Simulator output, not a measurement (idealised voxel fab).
The process module that follows is named voxel released beams.
cross-section cut | 235 nm wide | cells 5 nm
For the purposes of this document, a cross-section shall be understood as a grid of square cells, specified as bands listed in top-to-bottom order, each band consisting of one or more rows of cells. Look at the band entry: it leads with the top's height and the bottom's height in nm. Then it lists the materials left to right, with a width in nm for each. The word "edge to edge" on a single material says that material fills the band edge to edge. The word "blank" is empty space. A quick word on heights: they are counted from 0, and under that level the wafer as it came to us is one material throughout. The lowest band is different from the rest in having no bottom; it simply continues downward, written as in "from 0 down". The expression "30->40" gives the width at the extremes of the band, the first number at its top row of cells and the second at its bottom row, with the width changing by equal amounts from each row to the next in between. Basically "remained unchanged" means that step didn't change any cell in the cross-section. Listed in "Sealed void listing": every empty space of 8 or more cells without an open way to the top. Form: width x height at distance, the distance being from the left edge, all in nm. On each step's line, the part that comes after the settings is the simulator's own comment on the step. overlay nm: for a step with a mask, the amount by which the mask lay right of where it was planned; a negative amount means left of it.
# Steps planned for the process
1: RECEIVE [material Si]
2: CONFORMAL_DEP [material Al2O3] [thk nm 5]
3: DIRECTIONAL_DEP [material SiO2] [thk nm 10]
4: DIRECTIONAL_DEP [material aC] [thk nm 10]
5: PATTERN [tone open] [mask id ANCHOR] [material resist] [width nm 35] [thk nm 30] [overlay nm 0]
6: DIRECTIONAL_ETCH [etch materials aC] [depth nm 10]
7: STRIP [etch materials resist]
8: DIRECTIONAL_ETCH [etch materials SiO2] [depth nm 10]
9: STRIP [etch materials aC]
10: CONFORMAL_DEP [material SiN] [thk nm 15]
11: PATTERN [tone cover] [mask id BEAM] [material resist] [width nm 120] [thk nm 15] [overlay nm 0]
12: DIRECTIONAL_ETCH [etch materials SiN] [depth nm 15]
13: STRIP [etch materials resist]
14: STRIP [etch materials SiO2]
# The first of two wafers, run as planned
# Delivered wafer in cross-section: state after step 1
* from 0 down = Si edge to edge
* Sealed void listing: none
# Wafer xsec, post step 2
* from 5 to 0 = Al2O3 edge to edge
* Below a height of 0, the structure has not been altered.
# Wafer xsec, post step 3
* from 15 to 5 = SiO2 edge to edge
* Below a height of 5, the structure has not been altered.
# Wafer xsec, post step 4
* from 25 to 15 = aC edge to edge
* Below a height of 15, the structure has not been altered.
# Wafer xsec, post step 5
* from 55 to 25 = resist: 60 / blank: 35 / resist: 140
* Below a height of 25, the structure has not been altered.
# Wafer xsec, post step 6
* from 45 to 25 = resist: 60 / blank: 35 / resist: 140
* from 25 to 15 = aC: 60 / blank: 35 / aC: 140
* Below a height of 15, the structure has not been altered.
# Wafer xsec, post step 7
* from 25 to 15 = aC: 60 / blank: 35 / aC: 140
* Below a height of 15, the structure has not been altered.
# Wafer xsec, post step 8
* from 25 to 15 = aC: 60 / blank: 35 / aC: 140
* from 15 to 5 = SiO2: 60 / blank: 35 / SiO2: 140
* Below a height of 5, the structure has not been altered.
# Wafer xsec, post step 9
* from 15 to 5 = SiO2: 60 / blank: 35 / SiO2: 140
* Below a height of 5, the structure has not been altered.
# Wafer xsec, post step 10
* from 30 to 20 = SiN: 75 / blank: 5 / SiN: 155
* from 20 to 15 = SiN edge to edge
* from 15 to 5 = SiO2: 60 / SiN: 35 / SiO2: 140
* Below a height of 5, the structure has not been altered.
# Wafer xsec, post step 11
* from 45 to 30 = blank: 55 / resist: 120 / blank: 60
* from 30 to 20 = SiN: 75 / resist: 5 / SiN: 155
* Below a height of 20, the structure has not been altered.
# Wafer xsec, post step 12
* from 45 to 30 = blank: 55 / resist: 120 / blank: 60
* from 30 to 20 = blank: 55 / SiN: 20 / resist: 5 / SiN: 95 / blank: 60
* from 20 to 15 = blank: 55 / SiN: 120 / blank: 60
* Below a height of 15, the structure has not been altered.
# Wafer xsec, post step 13
* from 30 to 20 = blank: 55 / SiN: 20 / blank: 5 / SiN: 95 / blank: 60
* Below a height of 20, the structure has not been altered.
# Wafer xsec, post step 14
* from 30 to 20 = blank: 55 / SiN: 20 / blank: 5 / SiN: 95 / blank: 60
* from 20 to 15 = blank: 55 / SiN: 120 / blank: 60
* from 15 to 5 = blank: 60 / SiN: 35 / blank: 140
* Below a height of 5, the structure has not been altered.
# The remaining wafer, second of the two, started like the first and was run to the same plan, except that one mistake was made along the way; the two coincide through step 10, inclusive
# when step 11 should have ended
* from 45 to 30 = blank: 45 / resist: 120 / blank: 70
* from 30 to 20 = SiN: 75 / resist: 5 / SiN: 155
* Below a height of 20, the structure has not been altered.
# when step 12 should have ended
* from 45 to 30 = blank: 45 / resist: 120 / blank: 70
* from 30 to 20 = blank: 45 / SiN: 30 / resist: 5 / SiN: 85 / blank: 70
* from 20 to 15 = blank: 45 / SiN: 120 / blank: 70
* Below a height of 15, the structure has not been altered.
# when step 13 should have ended
* from 30 to 20 = blank: 45 / SiN: 30 / blank: 5 / SiN: 85 / blank: 70
* Below a height of 20, the structure has not been altered.
# when step 14 should have ended
* from 30 to 20 = blank: 45 / SiN: 30 / blank: 5 / SiN: 85 / blank: 70
* from 20 to 15 = blank: 45 / SiN: 120 / blank: 70
* from 15 to 5 = blank: 60 / SiN: 35 / blank: 140
* Below a height of 5, the structure has not been altered.
Which mistake was made when the wafer was run? step 11 did not happen as planned, as run it was PATTERN [tone cover] [mask id BEAM] [material resist] [width nm 120] [thk nm 15] [overlay nm -10]
Matching per-material cell counts, mismatched positions: that is how the second wafer compares with the first at the end.
